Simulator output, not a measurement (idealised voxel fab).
A process module follows: voxel self aligned contacts.
We display cut, a cross-section 255 nm in width whose square cells are each 5 nm.
Each cross-section below is a grid of square cells, stated as bands in top-down order, with one or more rows of cells making up each band. What a band's entry tells you: where the top is and where the bottom is, as heights in nm, and after that what lies inside, material by material from left to right, each with its width in nm. Empty space is written as the word "empty", and a single material marked with the word "throughout" occupies the band from edge to edge. Heights are measured from 0, the level below which the as-received wafer is all one material; the lowest band has no bottom and continues downward, written as in "0 -> down". Width spec "30->40" -> top row of cells at first value, bottom row at second value, equal per-row change in between. What does "same as before" mean for a step? It means no cell of the cross-section changed in that step. Empty spaces counting at least 8 cells and having no open way to the top are listed in "Voids, fully enclosed". The notation width x height at distance is used for each, the distance being from the left edge and all three values in nm. after a step's settings: what the simulator itself notes on the step. overlay nm: mask right of planned place by this much (step with mask). Neg. = left.

These are the steps we planned for the process:
- 1: RECEIVE [material Si]
- 2: CONFORMAL_DEP [material SiO2] [thk nm 5]
- 3: DIRECTIONAL_DEP [material polySi] [thk nm 25]
- 4: DIRECTIONAL_DEP [material SiN] [thk nm 25]
- 5: PATTERN [tone cover] [mask id GATE] [material resist] [width nm 35] [pitch nm 75] [thk nm 15] [overlay nm 0]
- 6: DIRECTIONAL_ETCH [etch materials SiN] [depth nm 25]
- 7: DIRECTIONAL_ETCH [etch materials polySi] [depth nm 25]
- 8: STRIP [etch materials resist]
- 9: CONFORMAL_DEP [material SiN] [thk nm 10]
- 10: DIRECTIONAL_ETCH [etch materials SiN] [depth nm 10]
- 11: FILL_DEP [material SiO2] [thk nm 15]
- 12: CMP [height nm 65]
- 13: MASKED_ETCH [tone open] [mask id CONTACT] [width nm 50] [pitch nm 75] [etch materials SiO2] [depth nm 65] [overlay nm 0]
- 14: CONFORMAL_DEP [material TiN] [thk nm 5]
- 15: FILL_DEP [material Ru] [thk nm 10]
- 16: CMP [height nm 65]
- 17: CONFORMAL_DEP [material SiN] [thk nm 5]

As-received wafer cross-section (after step 1):
0 -> down  Si throughout
Voids, fully enclosed: none

Module complete, cross-section. Starting point and plan per above. One mistake made in running the module:
70 -> 65  SiN throughout
65 -> 55  SiO2 65; TiN 5->20; Ru 40->15; TiN 5->15; SiO2 25; TiN 5->20; Ru 40->15; TiN 5->15; SiO2 65
55 -> 30  SiO2 30; SiN 50; TiN 5; Ru 15; TiN 5; SiN 50; TiN 5; Ru 15; TiN 5; SiN 50; SiO2 25
30 -> 5  SiO2 30; SiN 10; polySi 30; SiN 10; TiN 5; Ru 15; TiN 5; SiN 10; polySi 30; SiN 10; TiN 5; Ru 15; TiN 5; SiN 10; polySi 30; SiN 10; SiO2 25
5 -> 0  SiO2 80; TiN 25; SiO2 50; TiN 25; SiO2 75
0 -> down  Si throughout
Voids, fully enclosed: none
Deviation noted in wafer processing: step 5 was processed under conditions differing from the plan, specifically as PATTERN [tone cover] [mask id GATE] [material resist] [width nm 30] [pitch nm 75] [thk nm 15] [overlay nm 0]
